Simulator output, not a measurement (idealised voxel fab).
The name of this process module is voxel ribs on slabs.
Displayed cross-section: cut, width of 265 nm, square cells sized 5 nm.
Reading order for cross-sections: top band down to bottom band. Underlying form: a grid of square cells. Band size: one or more rows of cells.
Band entry format. Leading values: height of top, height of bottom, nm. Remainder: materials in left-to-right order, each with its width in nm. Special words: "everywhere" on a single material, which then fills the band edge to edge; "air", empty space.
Basically, 0 is our baseline, since under it the wafer straight out of the box is all one material. The bottom band has no lower end and keeps on going down, so it looks like "top 0, no bottom".
With a width like "30..40", each row of cells in the band differs from the next by the same amount, the top row carrying the first number and the bottom row the second.
"nothing different" after a step means that no cell of the cross-section changed.
The entry "Enclosed empty spaces" lists the empty spaces that cover at least 8 cells and have no open path to the top. Each is written as width x height at distance, where the distance is measured from the left edge and all three values are in nm.
On a step's line, text after the settings is the simulator commenting on that step.
If you see "overlay nm" on a step's line and that step has a mask, it's telling you how far right of where it was planned the mask ended up; a negative number means it went left instead.

Listed below are the process steps as planned
1,RECEIVE,material Si
2,DIRECTIONAL_DEP,material SiO2,thk nm 30
3,DIRECTIONAL_DEP,material polySi,thk nm 20
4,DIRECTIONAL_DEP,material aC,thk nm 10
5,PATTERN,tone cover,mask id RIB,material resist,width nm 25,thk nm 25,overlay nm 0
6,DIRECTIONAL_ETCH,etch materials aC,depth nm 10
7,STRIP,etch materials resist
8,DIRECTIONAL_ETCH,etch materials polySi,depth nm 10
9,STRIP,etch materials aC
10,MASKED_ETCH,tone cover,mask id SLAB,width nm 85,etch materials polySi,depth nm 10,overlay nm 0
11,FILL_DEP,material SiO2,thk nm 30
12,CMP,height nm 70
13,DIRECTIONAL_DEP,material TiN,thk nm 5
14,DIRECTIONAL_DEP,material aC,thk nm 10
15,PATTERN,tone cover,mask id HEATER,material resist,width nm 35,thk nm 30,overlay nm 0
16,DIRECTIONAL_ETCH,etch materials aC,depth nm 10
17,STRIP,etch materials resist
18,DIRECTIONAL_ETCH,etch materials TiN,depth nm 5
19,STRIP,etch materials aC
20,CONFORMAL_DEP,material SiN,thk nm 5

Cross-sectional view of the wafer in its as-received condition, corresponding to the state after step 1
	top 0, no bottom: Si everywhere
	Enclosed empty spaces: none

Wafer cross-section at end of module: start and plan as shown above, one execution error
	top 80, bottom 75: air (110) / SiN (45) / air (110)
	top 75, bottom 70: SiN (115) / TiN (35) / SiN (115)
	top 70, bottom 50: SiO2 everywhere
	top 50, bottom 40: SiO2 (90) / polySi (30) / SiO2 (25) / polySi (30) / SiO2 (90)
	top 40, bottom 30: polySi everywhere
	top 30, bottom 0: SiO2 everywhere
	top 0, no bottom: Si everywhere
	Enclosed empty spaces: none
The plan and the run diverged here: it should be noted that step 5 was executed with settings other than those planned, the operation and settings actually applied being PATTERN,tone open,mask id RIB,material resist,width nm 25,thk nm 25,overlay nm 0
